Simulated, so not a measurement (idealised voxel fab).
Title: Process Module voxel wiring stack
210 nm wide, 5 nm square cells: that's cross-section cut.
Bands, listed from the top down, are how a cross-section gets written in this document; the cross-section itself is a grid of square cells, and a band is one or more rows of them.
Band: top and bottom heights (nm) first, top before bottom; then materials from left to right, widths in nm. "all across" marks a sole material filling the band edge to edge. "empty" denotes empty space.
Height reference: 0 = level under which incoming wafer is all one material. Lowest band: no bottom, runs on downward, e.g. "top 0, no bottom".
A width given as "30..40" starts at the first number in the band's top row and ends at the second number in its bottom row, shifting by an equal amount at every step from row to row.
For the purposes of this document, the phrase "no alterations made" attached to a step denotes that no cell within the cross-section was modified by that step.
In the "Fully enclosed voids" entry, you get each enclosed empty space of 8 cells or more, one with no open way to the top, written width x height at distance, distance from the left edge, in nm.
Read whatever lies past the settings on a step's line as the simulator's own remark about the step.
overlay nm: mask right of planned place by this much (step with mask). Neg. = left.
[So here's the lineup of process steps we planned]
step 1: RECEIVE,material Si
step 2: CONFORMAL_DEP,material SiO2,thk nm 10
step 3: CONFORMAL_DEP,material SiN,thk nm 5
step 4: DIRECTIONAL_DEP,material lowk,thk nm 25
step 5: DIRECTIONAL_DEP,material aC,thk nm 15
step 6: PATTERN,tone open,mask id METAL_1,material resist,width nm 30,pitch nm 45,thk nm 30,overlay nm 0
step 7: DIRECTIONAL_ETCH,etch materials aC,depth nm 15
step 8: STRIP,etch materials resist
step 9: DIRECTIONAL_ETCH,etch materials lowk,depth nm 25
step 10: DIRECTIONAL_ETCH,etch materials SiN,depth nm 5
step 11: STRIP,etch materials aC
step 12: CONFORMAL_DEP,material TiN,thk nm 5
step 13: FILL_DEP,material Cu,thk nm 5
step 14: CMP,height nm 40
step 15: CONFORMAL_DEP,material SiCN,thk nm 5
step 16: DIRECTIONAL_DEP,material lowk,thk nm 35
step 17: DIRECTIONAL_DEP,material aC,thk nm 15
step 18: PATTERN,tone open,mask id METAL_2_HOLES,material resist,width nm 15,thk nm 35,overlay nm 0
step 19: DIRECTIONAL_ETCH,etch materials aC,depth nm 15
step 20: STRIP,etch materials resist
step 21: DIRECTIONAL_ETCH,etch materials lowk,depth nm 35
step 22: STRIP,etch materials aC
step 23: DIRECTIONAL_DEP,material aC,thk nm 15
step 24: PATTERN,tone open,mask id METAL_2,material resist,width nm 30,pitch nm 45,thk nm 30,overlay nm 0
step 25: DIRECTIONAL_ETCH,etch materials aC,depth nm 15
step 26: STRIP,etch materials resist
step 27: DIRECTIONAL_ETCH,etch materials lowk,depth nm 20
step 28: DIRECTIONAL_ETCH,etch materials SiCN,depth nm 5
step 29: STRIP,etch materials aC
step 30: CONFORMAL_DEP,material TiN,thk nm 5
step 31: FILL_DEP,material Cu,thk nm 5
step 32: CMP,height nm 80
step 33: CONFORMAL_DEP,material SiCN,thk nm 5
step 34: DIRECTIONAL_DEP,material SiO2,thk nm 15
step 35: MASKED_ETCH,tone open,mask id PLUG_2,width nm 15,etch materials SiO2,depth nm 15,overlay nm 0
step 36: MASKED_ETCH,tone open,mask id PLUG_2,width nm 15,etch materials SiCN,depth nm 5,overlay nm 0
step 37: EPI,material Ru,thk nm 10
step 38: EPI,material Ru,thk nm 10
step 39: CONFORMAL_DEP,material SiN,thk nm 5
step 40: DIRECTIONAL_DEP,material lowk,thk nm 20
step 41: PATTERN,tone open,mask id METAL_3,material resist,width nm 30,pitch nm 45,thk nm 20,overlay nm 0
step 42: DIRECTIONAL_ETCH,etch materials lowk,depth nm 20
step 43: DIRECTIONAL_ETCH,etch materials SiN,depth nm 5
step 44: STRIP,etch materials resist
step 45: CONFORMAL_DEP,material TiN,thk nm 5
step 46: FILL_DEP,material W,thk nm 5
step 47: CMP,height nm 125
step 48: CONFORMAL_DEP,material SiCN,thk nm 5
[First of two wafers - as planned]
[Received-state cross-section, reflecting completion of step 1]
> top 0, no bottom  Si all across
> Fully enclosed voids: none
[State of the wafer after step 2, shown in cross-section]
> top 10, bottom 0  SiO2 all across
> Rest of section, below 0: as before.
[State of the wafer after step 3, shown in cross-section]
> top 15, bottom 10  SiN all across
> Rest of section, below 10: as before.
[State of the wafer after step 4, shown in cross-section]
> top 40, bottom 15  lowk all across
> Rest of section, below 15: as before.
[State of the wafer after step 5, shown in cross-section]
> top 55, bottom 40  aC all across
> Rest of section, below 40: as before.
[State of the wafer after step 6, shown in cross-section]
> top 85, bottom 55  65 nm resist | 30 nm empty | 15 nm resist | 30 nm empty | 70 nm resist
> Rest of section, below 55: as before.
[State of the wafer after step 7, shown in cross-section]
> top 70, bottom 55  65 nm resist | 30 nm empty | 15 nm resist | 30 nm empty | 70 nm resist
> top 55, bottom 40  65 nm aC | 30 nm empty | 15 nm aC | 30 nm empty | 70 nm aC
> Rest of section, below 40: as before.
[State of the wafer after step 8, shown in cross-section]
> top 55, bottom 40  65 nm aC | 30 nm empty | 15 nm aC | 30 nm empty | 70 nm aC
> Rest of section, below 40: as before.
[State of the wafer after step 9, shown in cross-section]
> top 55, bottom 40  65 nm aC | 30 nm empty | 15 nm aC | 30 nm empty | 70 nm aC
> top 40, bottom 15  65 nm lowk | 30 nm empty | 15 nm lowk | 30 nm empty | 70 nm lowk
> Rest of section, below 15: as before.
[State of the wafer after step 10, shown in cross-section]
> top 55, bottom 40  65 nm aC | 30 nm empty | 15 nm aC | 30 nm empty | 70 nm aC
> top 40, bottom 15  65 nm lowk | 30 nm empty | 15 nm lowk | 30 nm empty | 70 nm lowk
> top 15, bottom 10  65 nm SiN | 30 nm empty | 15 nm SiN | 30 nm empty | 70 nm SiN
> Rest of section, below 10: as before.
[State of the wafer after step 11, shown in cross-section]
> top 40, bottom 15  65 nm lowk | 30 nm empty | 15 nm lowk | 30 nm empty | 70 nm lowk
> Rest of section, below 15: as before.
[State of the wafer after step 12, shown in cross-section]
> top 45, bottom 40  70 nm TiN | 20 nm empty | 25 nm TiN | 20 nm empty | 75 nm TiN
> top 40, bottom 15  65 nm lowk | 5 nm TiN | 20 nm empty | 5 nm TiN | 15 nm lowk | 5 nm TiN | 20 nm empty | 5 nm TiN | 70 nm lowk
> top 15, bottom 10  65 nm SiN | 30 nm TiN | 15 nm SiN | 30 nm TiN | 70 nm SiN
> Rest of section, below 10: as before.
[State of the wafer after step 13, shown in cross-section]
> top 50, bottom 45  Cu all across
> top 45, bottom 40  70 nm TiN | 20 nm Cu | 25 nm TiN | 20 nm Cu | 75 nm TiN
> top 40, bottom 15  65 nm lowk | 5 nm TiN | 20 nm Cu | 5 nm TiN | 15 nm lowk | 5 nm TiN | 20 nm Cu | 5 nm TiN | 70 nm lowk
> Rest of section, below 15: as before.
[State of the wafer after step 14, shown in cross-section]
> top 40, bottom 15  65 nm lowk | 5 nm TiN | 20 nm Cu | 5 nm TiN | 15 nm lowk | 5 nm TiN | 20 nm Cu | 5 nm TiN | 70 nm lowk
> Rest of section, below 15: as before.
[State of the wafer after step 15, shown in cross-section]
> top 45, bottom 40  SiCN all across
> Rest of section, below 40: as before.
[State of the wafer after step 16, shown in cross-section]
> top 80, bottom 45  lowk all across
> Rest of section, below 45: as before.
[State of the wafer after step 17, shown in cross-section]
> top 95, bottom 80  aC all across
> Rest of section, below 80: as before.
[State of the wafer after step 18, shown in cross-section]
> top 130, bottom 95  65 nm resist | 15 nm empty | 130 nm resist
> Rest of section, below 95: as before.
[State of the wafer after step 19, shown in cross-section]
> top 115, bottom 95  65 nm resist | 15 nm empty | 130 nm resist
> top 95, bottom 80  65 nm aC | 15 nm empty | 130 nm aC
> Rest of section, below 80: as before.
[State of the wafer after step 20, shown in cross-section]
> top 95, bottom 80  65 nm aC | 15 nm empty | 130 nm aC
> Rest of section, below 80: as before.
[State of the wafer after step 21, shown in cross-section]
> top 95, bottom 80  65 nm aC | 15 nm empty | 130 nm aC
> top 80, bottom 45  65 nm lowk | 15 nm empty | 130 nm lowk
> Rest of section, below 45: as before.
[State of the wafer after step 22, shown in cross-section]
> top 80, bottom 45  65 nm lowk | 15 nm empty | 130 nm lowk
> Rest of section, below 45: as before.
[State of the wafer after step 23, shown in cross-section]
> top 95, bottom 80  65 nm aC | 15 nm empty | 130 nm aC
> top 80, bottom 60  65 nm lowk | 15 nm empty | 130 nm lowk
> top 60, bottom 45  65 nm lowk | 15 nm aC | 130 nm lowk
> Rest of section, below 45: as before.
[State of the wafer after step 24, shown in cross-section]
> top 125, bottom 95  65 nm resist | 30 nm empty | 15 nm resist | 30 nm empty | 70 nm resist
> Rest of section, below 95: as before.
[State of the wafer after step 25, shown in cross-section]
> top 110, bottom 95  65 nm resist | 30 nm empty | 15 nm resist | 30 nm empty | 70 nm resist
> top 95, bottom 80  65 nm aC | 30 nm empty | 15 nm aC | 30 nm empty | 70 nm aC
> top 80, bottom 45  65 nm lowk | 15 nm empty | 130 nm lowk
> Rest of section, below 45: as before.
[State of the wafer after step 26, shown in cross-section]
> top 95, bottom 80  65 nm aC | 30 nm empty | 15 nm aC | 30 nm empty | 70 nm aC
> Rest of section, below 80: as before.
[State of the wafer after step 27, shown in cross-section]
> top 95, bottom 80  65 nm aC | 30 nm empty | 15 nm aC | 30 nm empty | 70 nm aC
> top 80, bottom 60  65 nm lowk | 30 nm empty | 15 nm lowk | 30 nm empty | 70 nm lowk
> Rest of section, below 60: as before.
[State of the wafer after step 28, shown in cross-section]
> top 95, bottom 80  65 nm aC | 30 nm empty | 15 nm aC | 30 nm empty | 70 nm aC
> top 80, bottom 60  65 nm lowk | 30 nm empty | 15 nm lowk | 30 nm empty | 70 nm lowk
> top 60, bottom 45  65 nm lowk | 15 nm empty | 130 nm lowk
> top 45, bottom 40  65 nm SiCN | 15 nm empty | 130 nm SiCN
> Rest of section, below 40: as before.
[State of the wafer after step 29, shown in cross-section]
> top 80, bottom 60  65 nm lowk | 30 nm empty | 15 nm lowk | 30 nm empty | 70 nm lowk
> Rest of section, below 60: as before.
[State of the wafer after step 30, shown in cross-section]
> top 85, bottom 80  70 nm TiN | 20 nm empty | 25 nm TiN | 20 nm empty | 75 nm TiN
> top 80, bottom 65  65 nm lowk | 5 nm TiN | 20 nm empty | 5 nm TiN | 15 nm lowk | 5 nm TiN | 20 nm empty | 5 nm TiN | 70 nm lowk
> top 65, bottom 60  65 nm lowk | 5 nm TiN | 5 nm empty | 20 nm TiN | 15 nm lowk | 30 nm TiN | 70 nm lowk
> top 60, bottom 45  65 nm lowk | 5 nm TiN | 5 nm empty | 5 nm TiN | 130 nm lowk
> top 45, bottom 40  65 nm SiCN | 15 nm TiN | 130 nm SiCN
> Rest of section, below 40: as before.
[State of the wafer after step 31, shown in cross-section]
> top 90, bottom 85  Cu all across
> top 85, bottom 80  70 nm TiN | 20 nm Cu | 25 nm TiN | 20 nm Cu | 75 nm TiN
> top 80, bottom 65  65 nm lowk | 5 nm TiN | 20 nm Cu | 5 nm TiN | 15 nm lowk | 5 nm TiN | 20 nm Cu | 5 nm TiN | 70 nm lowk
> top 65, bottom 60  65 nm lowk | 5 nm TiN | 5 nm Cu | 20 nm TiN | 15 nm lowk | 30 nm TiN | 70 nm lowk
> top 60, bottom 45  65 nm lowk | 5 nm TiN | 5 nm Cu | 5 nm TiN | 130 nm lowk
> Rest of section, below 45: as before.
[State of the wafer after step 32, shown in cross-section]
> top 80, bottom 65  65 nm lowk | 5 nm TiN | 20 nm Cu | 5 nm TiN | 15 nm lowk | 5 nm TiN | 20 nm Cu | 5 nm TiN | 70 nm lowk
> Rest of section, below 65: as before.
[State of the wafer after step 33, shown in cross-section]
> top 85, bottom 80  SiCN all across
> Rest of section, below 80: as before.
[State of the wafer after step 34, shown in cross-section]
> top 100, bottom 85  SiO2 all across
> Rest of section, below 85: as before.
[State of the wafer after step 35, shown in cross-section]
> top 100, bottom 85  65 nm SiO2 | 15 nm empty | 130 nm SiO2
> Rest of section, below 85: as before.
[State of the wafer after step 36, shown in cross-section]
> top 100, bottom 85  65 nm SiO2 | 15 nm empty | 130 nm SiO2
> top 85, bottom 80  65 nm SiCN | 15 nm empty | 130 nm SiCN
> Rest of section, below 80: as before.
[State of the wafer after step 37, shown in cross-section]
> top 100, bottom 90  65 nm SiO2 | 15 nm empty | 130 nm SiO2
> top 90, bottom 85  65 nm SiO2 | 15 nm Ru | 130 nm SiO2
> top 85, bottom 80  65 nm SiCN | 15 nm Ru | 130 nm SiCN
> Rest of section, below 80: as before.
[State of the wafer after step 38, shown in cross-section]
> top 100, bottom 85  65 nm SiO2 | 15 nm Ru | 130 nm SiO2
> Rest of section, below 85: as before.
[State of the wafer after step 39, shown in cross-section]
> top 105, bottom 100  SiN all across
> Rest of section, below 100: as before.
[State of the wafer after step 40, shown in cross-section]
> top 125, bottom 105  lowk all across
> Rest of section, below 105: as before.
[State of the wafer after step 41, shown in cross-section]
> top 145, bottom 125  65 nm resist | 30 nm empty | 15 nm resist | 30 nm empty | 70 nm resist
> Rest of section, below 125: as before.
[State of the wafer after step 42, shown in cross-section]
> top 145, bottom 125  65 nm resist | 30 nm empty | 15 nm resist | 30 nm empty | 70 nm resist
> top 125, bottom 105  65 nm lowk | 30 nm empty | 15 nm lowk | 30 nm empty | 70 nm lowk
> Rest of section, below 105: as before.
[State of the wafer after step 43, shown in cross-section]
> top 145, bottom 125  65 nm resist | 30 nm empty | 15 nm resist | 30 nm empty | 70 nm resist
> top 125, bottom 105  65 nm lowk | 30 nm empty | 15 nm lowk | 30 nm empty | 70 nm lowk
> top 105, bottom 100  65 nm SiN | 30 nm empty | 15 nm SiN | 30 nm empty | 70 nm SiN
> Rest of section, below 100: as before.
[State of the wafer after step 44, shown in cross-section]
> top 125, bottom 105  65 nm lowk | 30 nm empty | 15 nm lowk | 30 nm empty | 70 nm lowk
> Rest of section, below 105: as before.
[State of the wafer after step 45, shown in cross-section]
> top 130, bottom 125  70 nm TiN | 20 nm empty | 25 nm TiN | 20 nm empty | 75 nm TiN
> top 125, bottom 105  65 nm lowk | 5 nm TiN | 20 nm empty | 5 nm TiN | 15 nm lowk | 5 nm TiN | 20 nm empty | 5 nm TiN | 70 nm lowk
> top 105, bottom 100  65 nm SiN | 30 nm TiN | 15 nm SiN | 30 nm TiN | 70 nm SiN
> Rest of section, below 100: as before.
[State of the wafer after step 46, shown in cross-section]
> top 135, bottom 130  W all across
> top 130, bottom 125  70 nm TiN | 20 nm W | 25 nm TiN | 20 nm W | 75 nm TiN
> top 125, bottom 105  65 nm lowk | 5 nm TiN | 20 nm W | 5 nm TiN | 15 nm lowk | 5 nm TiN | 20 nm W | 5 nm TiN | 70 nm lowk
> Rest of section, below 105: as before.
[State of the wafer after step 47, shown in cross-section]
> top 125, bottom 105  65 nm lowk | 5 nm TiN | 20 nm W | 5 nm TiN | 15 nm lowk | 5 nm TiN | 20 nm W | 5 nm TiN | 70 nm lowk
> Rest of section, below 105: as before.
[State of the wafer after step 48, shown in cross-section]
> top 130, bottom 125  SiCN all across
> Rest of section, below 125: as before.
[The Second Wafer: Common Origin and Plan, One Mistake in Execution, Identical to the First Through Step 5]
[Second wafer, cut view, end of step 6 per plan]
> top 85, bottom 55  65 nm empty | 30 nm resist | 15 nm empty | 30 nm resist | 70 nm empty
> Rest of section, below 55: as before.
[Second wafer, cut view, end of step 7 per plan]
> top 70, bottom 55  65 nm empty | 30 nm resist | 15 nm empty | 30 nm resist | 70 nm empty
> top 55, bottom 40  65 nm empty | 30 nm aC | 15 nm empty | 30 nm aC | 70 nm empty
> Rest of section, below 40: as before.
[Second wafer, cut view, end of step 8 per plan]
> top 55, bottom 40  65 nm empty | 30 nm aC | 15 nm empty | 30 nm aC | 70 nm empty
> Rest of section, below 40: as before.
[Second wafer, cut view, end of step 9 per plan]
> top 55, bottom 40  65 nm empty | 30 nm aC | 15 nm empty | 30 nm aC | 70 nm empty
> top 40, bottom 15  65 nm empty | 30 nm lowk | 15 nm empty | 30 nm lowk | 70 nm empty
> Rest of section, below 15: as before.
[Second wafer, cut view, end of step 10 per plan]
> top 55, bottom 40  65 nm empty | 30 nm aC | 15 nm empty | 30 nm aC | 70 nm empty
> top 40, bottom 15  65 nm empty | 30 nm lowk | 15 nm empty | 30 nm lowk | 70 nm empty
> top 15, bottom 10  65 nm empty | 30 nm SiN | 15 nm empty | 30 nm SiN | 70 nm empty
> Rest of section, below 10: as before.
[Second wafer, cut view, end of step 11 per plan]
> top 40, bottom 15  65 nm empty | 30 nm lowk | 15 nm empty | 30 nm lowk | 70 nm empty
> Rest of section, below 15: as before.
[Second wafer, cut view, end of step 12 per plan]
> top 45, bottom 40  60 nm empty | 40 nm TiN | 5 nm empty | 40 nm TiN | 65 nm empty
> top 40, bottom 15  60 nm empty | 5 nm TiN | 30 nm lowk | 5 nm TiN | 5 nm empty | 5 nm TiN | 30 nm lowk | 5 nm TiN | 65 nm empty
> top 15, bottom 10  65 nm TiN | 30 nm SiN | 15 nm TiN | 30 nm SiN | 70 nm TiN
> Rest of section, below 10: as before.
[Second wafer, cut view, end of step 13 per plan]
> top 50, bottom 45  Cu all across
> top 45, bottom 40  60 nm Cu | 40 nm TiN | 5 nm Cu | 40 nm TiN | 65 nm Cu
> top 40, bottom 15  60 nm Cu | 5 nm TiN | 30 nm lowk | 5 nm TiN | 5 nm Cu | 5 nm TiN | 30 nm lowk | 5 nm TiN | 65 nm Cu
> Rest of section, below 15: as before.
[Second wafer, cut view, end of step 14 per plan]
> top 40, bottom 15  60 nm Cu | 5 nm TiN | 30 nm lowk | 5 nm TiN | 5 nm Cu | 5 nm TiN | 30 nm lowk | 5 nm TiN | 65 nm Cu
> Rest of section, below 15: as before.
[Second wafer, cut view, end of step 15 per plan]
> top 45, bottom 40  SiCN all across
> Rest of section, below 40: as before.
[Second wafer, cut view, end of step 16 per plan]
> top 80, bottom 45  lowk all across
> Rest of section, below 45: as before.
[Second wafer, cut view, end of step 17 per plan]
> top 95, bottom 80  aC all across
> Rest of section, below 80: as before.
[Second wafer, cut view, end of step 18 per plan]
> top 130, bottom 95  65 nm resist | 15 nm empty | 130 nm resist
> Rest of section, below 95: as before.
[Second wafer, cut view, end of step 19 per plan]
> top 115, bottom 95  65 nm resist | 15 nm empty | 130 nm resist
> top 95, bottom 80  65 nm aC | 15 nm empty | 130 nm aC
> Rest of section, below 80: as before.
[Second wafer, cut view, end of step 20 per plan]
> top 95, bottom 80  65 nm aC | 15 nm empty | 130 nm aC
> Rest of section, below 80: as before.
[Second wafer, cut view, end of step 21 per plan]
> top 95, bottom 80  65 nm aC | 15 nm empty | 130 nm aC
> top 80, bottom 45  65 nm lowk | 15 nm empty | 130 nm lowk
> Rest of section, below 45: as before.
[Second wafer, cut view, end of step 22 per plan]
> top 80, bottom 45  65 nm lowk | 15 nm empty | 130 nm lowk
> Rest of section, below 45: as before.
[Second wafer, cut view, end of step 23 per plan]
> top 95, bottom 80  65 nm aC | 15 nm empty | 130 nm aC
> top 80, bottom 60  65 nm lowk | 15 nm empty | 130 nm lowk
> top 60, bottom 45  65 nm lowk | 15 nm aC | 130 nm lowk
> Rest of section, below 45: as before.
[Second wafer, cut view, end of step 24 per plan]
> top 125, bottom 95  65 nm resist | 30 nm empty | 15 nm resist | 30 nm empty | 70 nm resist
> Rest of section, below 95: as before.
[Second wafer, cut view, end of step 25 per plan]
> top 110, bottom 95  65 nm resist | 30 nm empty | 15 nm resist | 30 nm empty | 70 nm resist
> top 95, bottom 80  65 nm aC | 30 nm empty | 15 nm aC | 30 nm empty | 70 nm aC
> top 80, bottom 45  65 nm lowk | 15 nm empty | 130 nm lowk
> Rest of section, below 45: as before.
[Second wafer, cut view, end of step 26 per plan]
> top 95, bottom 80  65 nm aC | 30 nm empty | 15 nm aC | 30 nm empty | 70 nm aC
> Rest of section, below 80: as before.
[Second wafer, cut view, end of step 27 per plan]
> top 95, bottom 80  65 nm aC | 30 nm empty | 15 nm aC | 30 nm empty | 70 nm aC
> top 80, bottom 60  65 nm lowk | 30 nm empty | 15 nm lowk | 30 nm empty | 70 nm lowk
> Rest of section, below 60: as before.
[Second wafer, cut view, end of step 28 per plan]
> top 95, bottom 80  65 nm aC | 30 nm empty | 15 nm aC | 30 nm empty | 70 nm aC
> top 80, bottom 60  65 nm lowk | 30 nm empty | 15 nm lowk | 30 nm empty | 70 nm lowk
> top 60, bottom 45  65 nm lowk | 15 nm empty | 130 nm lowk
> top 45, bottom 40  65 nm SiCN | 15 nm empty | 130 nm SiCN
> Rest of section, below 40: as before.
[Second wafer, cut view, end of step 29 per plan]
> top 80, bottom 60  65 nm lowk | 30 nm empty | 15 nm lowk | 30 nm empty | 70 nm lowk
> Rest of section, below 60: as before.
[Second wafer, cut view, end of step 30 per plan]
> top 85, bottom 80  70 nm TiN | 20 nm empty | 25 nm TiN | 20 nm empty | 75 nm TiN
> top 80, bottom 65  65 nm lowk | 5 nm TiN | 20 nm empty | 5 nm TiN | 15 nm lowk | 5 nm TiN | 20 nm empty | 5 nm TiN | 70 nm lowk
> top 65, bottom 60  65 nm lowk | 5 nm TiN | 5 nm empty | 20 nm TiN | 15 nm lowk | 30 nm TiN | 70 nm lowk
> top 60, bottom 45  65 nm lowk | 5 nm TiN | 5 nm empty | 5 nm TiN | 130 nm lowk
> top 45, bottom 40  65 nm SiCN | 15 nm TiN | 130 nm SiCN
> Rest of section, below 40: as before.
[Second wafer, cut view, end of step 31 per plan]
> top 90, bottom 85  Cu all across
> top 85, bottom 80  70 nm TiN | 20 nm Cu | 25 nm TiN | 20 nm Cu | 75 nm TiN
> top 80, bottom 65  65 nm lowk | 5 nm TiN | 20 nm Cu | 5 nm TiN | 15 nm lowk | 5 nm TiN | 20 nm Cu | 5 nm TiN | 70 nm lowk
> top 65, bottom 60  65 nm lowk | 5 nm TiN | 5 nm Cu | 20 nm TiN | 15 nm lowk | 30 nm TiN | 70 nm lowk
> top 60, bottom 45  65 nm lowk | 5 nm TiN | 5 nm Cu | 5 nm TiN | 130 nm lowk
> Rest of section, below 45: as before.
[Second wafer, cut view, end of step 32 per plan]
> top 80, bottom 65  65 nm lowk | 5 nm TiN | 20 nm Cu | 5 nm TiN | 15 nm lowk | 5 nm TiN | 20 nm Cu | 5 nm TiN | 70 nm lowk
> Rest of section, below 65: as before.
[Second wafer, cut view, end of step 33 per plan]
> top 85, bottom 80  SiCN all across
> Rest of section, below 80: as before.
[Second wafer, cut view, end of step 34 per plan]
> top 100, bottom 85  SiO2 all across
> Rest of section, below 85: as before.
[Second wafer, cut view, end of step 35 per plan]
> top 100, bottom 85  65 nm SiO2 | 15 nm empty | 130 nm SiO2
> Rest of section, below 85: as before.
[Second wafer, cut view, end of step 36 per plan]
> top 100, bottom 85  65 nm SiO2 | 15 nm empty | 130 nm SiO2
> top 85, bottom 80  65 nm SiCN | 15 nm empty | 130 nm SiCN
> Rest of section, below 80: as before.
[Second wafer, cut view, end of step 37 per plan]
> top 100, bottom 90  65 nm SiO2 | 15 nm empty | 130 nm SiO2
> top 90, bottom 85  65 nm SiO2 | 15 nm Ru | 130 nm SiO2
> top 85, bottom 80  65 nm SiCN | 15 nm Ru | 130 nm SiCN
> Rest of section, below 80: as before.
[Second wafer, cut view, end of step 38 per plan]
> top 100, bottom 85  65 nm SiO2 | 15 nm Ru | 130 nm SiO2
> Rest of section, below 85: as before.
[Second wafer, cut view, end of step 39 per plan]
> top 105, bottom 100  SiN all across
> Rest of section, below 100: as before.
[Second wafer, cut view, end of step 40 per plan]
> top 125, bottom 105  lowk all across
> Rest of section, below 105: as before.
[Second wafer, cut view, end of step 41 per plan]
> top 145, bottom 125  65 nm resist | 30 nm empty | 15 nm resist | 30 nm empty | 70 nm resist
> Rest of section, below 125: as before.
[Second wafer, cut view, end of step 42 per plan]
> top 145, bottom 125  65 nm resist | 30 nm empty | 15 nm resist | 30 nm empty | 70 nm resist
> top 125, bottom 105  65 nm lowk | 30 nm empty | 15 nm lowk | 30 nm empty | 70 nm lowk
> Rest of section, below 105: as before.
[Second wafer, cut view, end of step 43 per plan]
> top 145, bottom 125  65 nm resist | 30 nm empty | 15 nm resist | 30 nm empty | 70 nm resist
> top 125, bottom 105  65 nm lowk | 30 nm empty | 15 nm lowk | 30 nm empty | 70 nm lowk
> top 105, bottom 100  65 nm SiN | 30 nm empty | 15 nm SiN | 30 nm empty | 70 nm SiN
> Rest of section, below 100: as before.
[Second wafer, cut view, end of step 44 per plan]
> top 125, bottom 105  65 nm lowk | 30 nm empty | 15 nm lowk | 30 nm empty | 70 nm lowk
> Rest of section, below 105: as before.
[Second wafer, cut view, end of step 45 per plan]
> top 130, bottom 125  70 nm TiN | 20 nm empty | 25 nm TiN | 20 nm empty | 75 nm TiN
> top 125, bottom 105  65 nm lowk | 5 nm TiN | 20 nm empty | 5 nm TiN | 15 nm lowk | 5 nm TiN | 20 nm empty | 5 nm TiN | 70 nm lowk
> top 105, bottom 100  65 nm SiN | 30 nm TiN | 15 nm SiN | 30 nm TiN | 70 nm SiN
> Rest of section, below 100: as before.
[Second wafer, cut view, end of step 46 per plan]
> top 135, bottom 130  W all across
> top 130, bottom 125  70 nm TiN | 20 nm W | 25 nm TiN | 20 nm W | 75 nm TiN
> top 125, bottom 105  65 nm lowk | 5 nm TiN | 20 nm W | 5 nm TiN | 15 nm lowk | 5 nm TiN | 20 nm W | 5 nm TiN | 70 nm lowk
> Rest of section, below 105: as before.
[Second wafer, cut view, end of step 47 per plan]
> top 125, bottom 105  65 nm lowk | 5 nm TiN | 20 nm W | 5 nm TiN | 15 nm lowk | 5 nm TiN | 20 nm W | 5 nm TiN | 70 nm lowk
> Rest of section, below 105: as before.
[Second wafer, cut view, end of step 48 per plan]
> top 130, bottom 125  SiCN all across
> Rest of section, below 125: as before.
what went wrong: so step 6 ended up running with a different setting than we planned, it ran as PATTERN,tone cover,mask id METAL_1,material resist,width nm 30,pitch nm 45,thk nm 30,overlay nm 0
Final cells, second wafer relative to first, materials higher or lower: Cu: 90 more; SiN: 18 fewer; TiN: 18 more; lowk: 90 fewer
